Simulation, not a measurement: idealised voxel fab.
Documented hereafter: the process module known as voxel transistor to metal.
In the cross-section labelled cut, the width is 215 nm and each square cell is 5 nm.
Cross-section = grid of square cells, listed top down in bands; band = one or more rows.
Quick guide to a band line: top height, bottom height (nm) up front; then every material left to right with its width in nm. Only one material and it's marked "everywhere"? Then it fills the band edge to edge. And "empty" just means empty space.
Heads up on the height convention: 0 is the point under which the incoming wafer is all one material, and the lowest band has no bottom, it just keeps going down, like "0 and below".
Width spec "30->40" -> top row of cells at first value, bottom row at second value, equal per-row change in between.
Step note "remained the same" = no cross-section cell changed.
"Closed voids list": sealed empty spaces, 8 cells or more, no open way to top, listed width x height at distance, with distance from the left edge and width, height and distance in nm.
Whatever follows a step's settings on its line is a remark the simulator itself makes about that step.
What "overlay nm" on a step's line means: if the step has a mask, that mask lay this far to the right of its planned place, or, when the value is negative, to the left.
### Planned step list for the process
| 1 | RECEIVE, material Si |
| 2 | CONFORMAL_DEP, material SiO2, thk nm 5 |
| 3 | CONFORMAL_DEP, material SiN, thk nm 10 |
| 4 | DIRECTIONAL_DEP, material aC, thk nm 15 |
| 5 | PATTERN, tone cover, mask id ACTIVE, material resist, width nm 115, thk nm 30, overlay nm 0 |
| 6 | DIRECTIONAL_ETCH, etch materials aC, depth nm 15 |
| 7 | STRIP, etch materials resist |
| 8 | DIRECTIONAL_ETCH, etch materials SiN, depth nm 10 |
| 9 | DIRECTIONAL_ETCH, etch materials SiO2, depth nm 5 |
| 10 | DIRECTIONAL_ETCH, etch materials Si, depth nm 25 |
| 11 | STRIP, etch materials aC |
| 12 | OXIDIZE, depth nm 5 |
| 13 | FILL_DEP, material SiO2, thk nm 15 |
| 14 | CMP, height nm 15 |
| 15 | SELECTIVE_ETCH, etch materials SiO2, depth nm 10 |
| 16 | STRIP, etch materials SiN |
| 17 | SELECTIVE_ETCH, etch materials SiO2, depth nm 5 |
| 18 | OXIDIZE, depth nm 5 |
| 19 | DIRECTIONAL_DEP, material polySi, thk nm 25 |
| 20 | DIRECTIONAL_DEP, material SiCN, thk nm 15 |
| 21 | DIRECTIONAL_DEP, material aC, thk nm 15 |
| 22 | PATTERN, tone cover, mask id GATE, material resist, width nm 25, thk nm 35, overlay nm 0 |
| 23 | DIRECTIONAL_ETCH, etch materials aC, depth nm 15 |
| 24 | STRIP, etch materials resist |
| 25 | DIRECTIONAL_ETCH, etch materials SiCN, depth nm 25 |
| 26 | DIRECTIONAL_ETCH, etch materials polySi, depth nm 35 |
| 27 | STRIP, etch materials aC |
| 28 | CONFORMAL_DEP, material SiN, thk nm 10 |
| 29 | DIRECTIONAL_ETCH, etch materials SiN, depth nm 10 |
| 30 | DIRECTIONAL_ETCH, etch materials SiO2, depth nm 5 |
| 31 | DIRECTIONAL_ETCH, etch materials Si, depth nm 5 |
| 32 | EPI, material pSi, thk nm 5 |
| 33 | FILL_DEP, material SiO2, thk nm 10 |
| 34 | CMP, height nm 25 |
| 35 | STRIP, etch materials polySi |
| 36 | SELECTIVE_ETCH, etch materials SiO2, depth nm 5 |
| 37 | CONFORMAL_DEP, material HfO2, thk nm 5 |
| 38 | CONFORMAL_DEP, material TiN, thk nm 5 |
| 39 | FILL_DEP, material W, thk nm 10 |
| 40 | CMP, height nm 20 |
| 41 | DIRECTIONAL_DEP, material SiO2, thk nm 15 |
| 42 | DIRECTIONAL_DEP, material aC, thk nm 15 |
| 43 | PATTERN, tone open, mask id CONTACT, material resist, width nm 20, pitch nm 75, thk nm 35, overlay nm 0 |
| 44 | DIRECTIONAL_ETCH, etch materials aC, depth nm 15 |
| 45 | STRIP, etch materials resist |
| 46 | DIRECTIONAL_ETCH, etch materials SiO2, depth nm 40 |
| 47 | STRIP, etch materials aC |
| 48 | CONFORMAL_DEP, material TiN, thk nm 5 |
| 49 | FILL_DEP, material W, thk nm 10 |
| 50 | CMP, height nm 35 |
| 51 | DIRECTIONAL_DEP, material TiN, thk nm 5 |
| 52 | DIRECTIONAL_DEP, material W, thk nm 25 |
| 53 | DIRECTIONAL_DEP, material aC, thk nm 10 |
| 54 | PATTERN, tone cover, mask id METAL_1, material resist, width nm 20, pitch nm 75, thk nm 25, overlay nm 0 |
| 55 | DIRECTIONAL_ETCH, etch materials aC, depth nm 10 |
| 56 | STRIP, etch materials resist |
| 57 | DIRECTIONAL_ETCH, etch materials W, depth nm 25 |
| 58 | DIRECTIONAL_ETCH, etch materials TiN, depth nm 5 |
| 59 | STRIP, etch materials aC |
| 60 | FILL_DEP, material SiO2, thk nm 10 |
| 61 | CMP, height nm 65 |
| 62 | CONFORMAL_DEP, material SiCN, thk nm 5 |
| 63 | DIRECTIONAL_DEP, material SiO2, thk nm 35 |
| 64 | MASKED_ETCH, tone open, mask id METAL_2, width nm 20, pitch nm 75, etch materials SiO2, depth nm 20, overlay nm 0 |
| 65 | PATTERN, tone open, mask id METAL_2_HOLES, material resist, width nm 15, pitch nm 75, thk nm 20, overlay nm 0 |
| 66 | DIRECTIONAL_ETCH, etch materials SiO2, depth nm 15 |
| 67 | DIRECTIONAL_ETCH, etch materials SiCN, depth nm 5 |
| 68 | STRIP, etch materials resist |
| 69 | CONFORMAL_DEP, material TiN, thk nm 5 |
| 70 | FILL_DEP, material Ru, thk nm 5 |
| 71 | CMP, height nm 105 |
| 72 | CONFORMAL_DEP, material SiN, thk nm 5 |
### Received-state cross-section, reflecting completion of step 1
	0 and below  Si everywhere
	Closed voids list: none
### Cross-section taken at module completion on the first of two wafers; processed per the plan
	110 down to 105  SiN everywhere
	105 down to 90  60 SiO2  5 TiN  10 Ru  5 TiN  55 SiO2  5 TiN  10 Ru  5 TiN  60 SiO2
	90 down to 85  60 SiO2  5 TiN  5 Ru  10 TiN  55 SiO2  5 TiN  5 Ru  10 TiN  60 SiO2
	85 down to 70  60 SiO2  5 TiN  5 Ru  5 TiN  60 SiO2  5 TiN  5 Ru  5 TiN  65 SiO2
	70 down to 65  60 SiCN  15 TiN  60 SiCN  15 TiN  65 SiCN
	65 down to 40  60 SiO2  20 W  55 SiO2  20 W  60 SiO2
	40 down to 35  60 SiO2  20 TiN  55 SiO2  20 TiN  60 SiO2
	35 down to 20  60 SiO2  5 TiN  10 W  5 TiN  55 SiO2  5 TiN  10 W  5 TiN  60 SiO2
	20 down to 5  60 SiO2  5 TiN  10 W  5 TiN  5 SiO2  10 SiN  5 HfO2  5 TiN  5 W  5 TiN  5 HfO2  10 SiN  5 SiO2  5 TiN  10 W  5 TiN  60 SiO2
	5 down to 0  60 SiO2  5 TiN  10 W  5 TiN  5 SiO2  10 SiN  5 HfO2  15 TiN  5 HfO2  10 SiN  5 SiO2  5 TiN  10 W  5 TiN  60 SiO2
	0 down to -5  60 SiO2  20 TiN  5 pSi  5 SiO2  35 HfO2  5 SiO2  5 pSi  20 TiN  60 SiO2
	-5 down to -10  55 SiO2  30 pSi  45 Si  30 pSi  55 SiO2
	-10 down to -30  55 SiO2  105 Si  55 SiO2
	-30 and below  Si everywhere
	Closed voids list: none
### Module end: cross-section of wafer two of two. Same start and process plan as the first wafer. One mistake during execution
	110 down to 105  SiN everywhere
	105 down to 90  60 SiO2  5 TiN  10 Ru  5 TiN  55 SiO2  5 TiN  10 Ru  5 TiN  60 SiO2
	90 down to 85  60 SiO2  5 TiN  5 Ru  10 TiN  55 SiO2  5 TiN  5 Ru  10 TiN  60 SiO2
	85 down to 70  60 SiO2  5 TiN  5 Ru  5 TiN  60 SiO2  5 TiN  5 Ru  5 TiN  65 SiO2
	70 down to 65  60 SiCN  15 TiN  60 SiCN  15 TiN  65 SiCN
	65 down to 55  60 SiO2  20 W  55 SiO2  20 W  60 SiO2
	55 down to 50  60 SiO2  20 TiN  55 SiO2  20 TiN  60 SiO2
	50 down to 40  W everywhere
	40 down to 35  65 TiN  10 W  65 TiN  10 W  65 TiN
	35 down to 20  60 SiO2  5 TiN  10 W  5 TiN  55 SiO2  5 TiN  10 W  5 TiN  60 SiO2
	20 down to 5  60 SiO2  5 TiN  10 W  5 TiN  5 SiO2  10 SiN  5 HfO2  5 TiN  5 W  5 TiN  5 HfO2  10 SiN  5 SiO2  5 TiN  10 W  5 TiN  60 SiO2
	5 down to 0  60 SiO2  5 TiN  10 W  5 TiN  5 SiO2  10 SiN  5 HfO2  15 TiN  5 HfO2  10 SiN  5 SiO2  5 TiN  10 W  5 TiN  60 SiO2
	0 down to -5  60 SiO2  20 TiN  5 pSi  5 SiO2  35 HfO2  5 SiO2  5 pSi  20 TiN  60 SiO2
	-5 down to -10  55 SiO2  30 pSi  45 Si  30 pSi  55 SiO2
	-10 down to -30  55 SiO2  105 Si  55 SiO2
	-30 and below  Si everywhere
	Closed voids list: none
Nonconformance to the process plan: step 50 was dropped from the plan's execution and never run
End check, counted in cells, second wafer has more or fewer of these materials than the first: SiO2 -105 | TiN +39 | W +66
